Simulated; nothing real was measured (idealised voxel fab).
process module | voxel wiring stack
cross-section cut | 275 nm wide | cells 5 nm
A cross-section is a grid of square cells, given in bands from the top down. A band is one or more rows of cells.
Each band's line starts with the height of the band's top and of its bottom, in nm. Then come its materials from left to right, each with its width in nm. One material with "throughout" fills the band from edge to edge. "air" is empty space.
Height 0 is the level under which the wafer as received is all one material. The lowest band goes on downwards, as in "0 down".
A width such as "30 to 40" changes by the same amount from each row of cells to the next, from the band's top row to its bottom row.
"no change" after a step means that no cell of the cross-section changed.
closed voids: empty space of 8 cells or more with no open way to the top, each as width x height at its distance from the left edge, in nm
after a step's settings: what the simulator itself notes on the step
overlay nm, on a step with a mask: how far to the right of its planned place the mask lay; to the left if negative
plan
1 op RECEIVE | material Si
2 op CONFORMAL_DEP | material SiO2 | thk nm 10
3 op CONFORMAL_DEP | material SiN | thk nm 5
4 op DIRECTIONAL_DEP | material SiO2 | thk nm 15
5 op DIRECTIONAL_DEP | material aC | thk nm 10
6 op PATTERN | tone open | mask id METAL_1 | material resist | width nm 20 | pitch nm 40 | thk nm 25 | overlay nm 0
7 op DIRECTIONAL_ETCH | etch materials aC | depth nm 10
8 op STRIP | etch materials resist
9 op DIRECTIONAL_ETCH | etch materials SiO2 | depth nm 15
10 op DIRECTIONAL_ETCH | etch materials SiN | depth nm 5
11 op STRIP | etch materials aC
12 op CONFORMAL_DEP | material TiN | thk nm 5
13 op FILL_DEP | material Cu | thk nm 5
14 op CMP | height nm 30
15 op CONFORMAL_DEP | material SiCN | thk nm 5
16 op DIRECTIONAL_DEP | material SiO2 | thk nm 20
17 op MASKED_ETCH | tone open | mask id PLUG_1 | width nm 15 | pitch nm 40 | etch materials SiO2 | depth nm 20 | overlay nm 0
18 op MASKED_ETCH | tone open | mask id PLUG_1 | width nm 15 | pitch nm 40 | etch materials SiCN | depth nm 5 | overlay nm 0
19 op EPI | material Ru | thk nm 10
20 op EPI | material Ru | thk nm 10
21 op EPI | material Ru | thk nm 5
22 op CONFORMAL_DEP | material SiN | thk nm 5
23 op DIRECTIONAL_DEP | material SiO2 | thk nm 20
24 op DIRECTIONAL_DEP | material aC | thk nm 10
25 op PATTERN | tone open | mask id METAL_2 | material resist | width nm 20 | pitch nm 40 | thk nm 25 | overlay nm 0
26 op DIRECTIONAL_ETCH | etch materials aC | depth nm 10
27 op STRIP | etch materials resist
28 op DIRECTIONAL_ETCH | etch materials SiO2 | depth nm 20
29 op DIRECTIONAL_ETCH | etch materials SiN | depth nm 5
30 op STRIP | etch materials aC
31 op CONFORMAL_DEP | material TiN | thk nm 5
32 op FILL_DEP | material Ru | thk nm 10
33 op CMP | height nm 80
34 op CONFORMAL_DEP | material SiCN | thk nm 5
35 op DIRECTIONAL_DEP | material lowk | thk nm 20
36 op DIRECTIONAL_DEP | material aC | thk nm 15
37 op PATTERN | tone open | mask id PLUG_2 | material resist | width nm 15 | pitch nm 40 | thk nm 30 | overlay nm 0
38 op DIRECTIONAL_ETCH | etch materials aC | depth nm 15
39 op STRIP | etch materials resist
40 op DIRECTIONAL_ETCH | etch materials lowk | depth nm 20
41 op DIRECTIONAL_ETCH | etch materials SiCN | depth nm 5
42 op STRIP | etch materials aC
43 op CONFORMAL_DEP | material TiN | thk nm 5
44 op FILL_DEP | material W | thk nm 10
45 op CMP | height nm 105
46 op DIRECTIONAL_DEP | material TiN | thk nm 5
47 op DIRECTIONAL_DEP | material W | thk nm 10
48 op MASKED_ETCH | tone cover | mask id METAL_3 | width nm 20 | pitch nm 40 | etch materials W | depth nm 15 | overlay nm 0
49 op MASKED_ETCH | tone cover | mask id METAL_3 | width nm 20 | pitch nm 40 | etch materials TiN | depth nm 5 | overlay nm 0
50 op FILL_DEP | material lowk | thk nm 5
51 op CMP | height nm 125
52 op CONFORMAL_DEP | material SiCN | thk nm 5
varied across the wafers: thk nm of step 47. The plan shows the first wafer's value. All wafers start alike
first wafer as received, after step 1
  0 down: Si throughout
  closed voids: none
first wafer at the end, after step 52
  130 to 125: SiCN throughout
  125 to 120: lowk throughout
  120 to 110: lowk 65 | W 20 | lowk 20 | W 20 | lowk 20 | W 20 | lowk 20 | W 20 | lowk 70
  110 to 105: lowk 65 | TiN 20 | lowk 20 | TiN 20 | lowk 20 | TiN 20 | lowk 20 | TiN 20 | lowk 70
  105 to 85: lowk 65 | TiN 5 | W 5 | TiN 5 | lowk 25 | TiN 5 | W 5 | TiN 5 | lowk 25 | TiN 5 | W 5 | TiN 5 | lowk 25 | TiN 5 | W 5 | TiN 5 | lowk 75
  85 to 80: SiCN 65 | TiN 15 | SiCN 25 | TiN 15 | SiCN 25 | TiN 15 | SiCN 25 | TiN 15 | SiCN 75
  80 to 60: SiO2 65 | TiN 5 | Ru 10 | TiN 5 | SiO2 20 | TiN 5 | Ru 10 | TiN 5 | SiO2 20 | TiN 5 | Ru 10 | TiN 5 | SiO2 20 | TiN 5 | Ru 10 | TiN 5 | SiO2 70
  60 to 55: SiN 65 | TiN 20 | SiN 20 | TiN 20 | SiN 20 | TiN 20 | SiN 20 | TiN 20 | SiN 70
  55 to 35: SiO2 65 | Ru 15 | SiO2 25 | Ru 15 | SiO2 25 | Ru 15 | SiO2 25 | Ru 15 | SiO2 75
  35 to 30: SiCN 65 | Ru 15 | SiCN 25 | Ru 15 | SiCN 25 | Ru 15 | SiCN 25 | Ru 15 | SiCN 75
  30 to 15: SiO2 65 | TiN 5 | Cu 10 | TiN 5 | SiO2 20 | TiN 5 | Cu 10 | TiN 5 | SiO2 20 | TiN 5 | Cu 10 | TiN 5 | SiO2 20 | TiN 5 | Cu 10 | TiN 5 | SiO2 70
  15 to 10: SiN 65 | TiN 20 | SiN 20 | TiN 20 | SiN 20 | TiN 20 | SiN 20 | TiN 20 | SiN 70
  10 to 0: SiO2 throughout
  0 down: Si throughout
  closed voids: none
last wafer at the end
  130 to 125: SiCN throughout
  125 to 110: W throughout
  110 to 105: TiN throughout
  105 to 85: lowk 65 | TiN 5 | W 5 | TiN 5 | lowk 25 | TiN 5 | W 5 | TiN 5 | lowk 25 | TiN 5 | W 5 | TiN 5 | lowk 25 | TiN 5 | W 5 | TiN 5 | lowk 75
  85 to 80: SiCN 65 | TiN 15 | SiCN 25 | TiN 15 | SiCN 25 | TiN 15 | SiCN 25 | TiN 15 | SiCN 75
  80 to 60: SiO2 65 | TiN 5 | Ru 10 | TiN 5 | SiO2 20 | TiN 5 | Ru 10 | TiN 5 | SiO2 20 | TiN 5 | Ru 10 | TiN 5 | SiO2 20 | TiN 5 | Ru 10 | TiN 5 | SiO2 70
  60 to 55: SiN 65 | TiN 20 | SiN 20 | TiN 20 | SiN 20 | TiN 20 | SiN 20 | TiN 20 | SiN 70
  55 to 35: SiO2 65 | Ru 15 | SiO2 25 | Ru 15 | SiO2 25 | Ru 15 | SiO2 25 | Ru 15 | SiO2 75
  35 to 30: SiCN 65 | Ru 15 | SiCN 25 | Ru 15 | SiCN 25 | Ru 15 | SiCN 25 | Ru 15 | SiCN 75
  30 to 15: SiO2 65 | TiN 5 | Cu 10 | TiN 5 | SiO2 20 | TiN 5 | Cu 10 | TiN 5 | SiO2 20 | TiN 5 | Cu 10 | TiN 5 | SiO2 20 | TiN 5 | Cu 10 | TiN 5 | SiO2 70
  15 to 10: SiN 65 | TiN 20 | SiN 20 | TiN 20 | SiN 20 | TiN 20 | SiN 20 | TiN 20 | SiN 70
  10 to 0: SiO2 throughout
  0 down: Si throughout
  closed voids: none
each wafer at the end: cells of each material gained (+) or lost (-) since it was received, then its closed voids
thk nm 10 | +24 Cu | +92 Ru | +141 SiCN | +78 SiN | +555 SiO2 | +148 TiN | +48 W | +344 lowk | closed voids: none
thk nm 15 | +24 Cu | +92 Ru | +141 SiCN | +78 SiN | +555 SiO2 | +148 TiN | +64 W | +328 lowk | closed voids: none
thk nm 20 | +24 Cu | +92 Ru | +141 SiCN | +78 SiN | +555 SiO2 | +187 TiN | +103 W | +250 lowk | closed voids: none
thk nm 25 | +24 Cu | +92 Ru | +141 SiCN | +78 SiN | +555 SiO2 | +187 TiN | +142 W | +211 lowk | closed voids: none
thk nm 30 | +24 Cu | +92 Ru | +141 SiCN | +78 SiN | +555 SiO2 | +187 TiN | +181 W | +172 lowk | closed voids: none
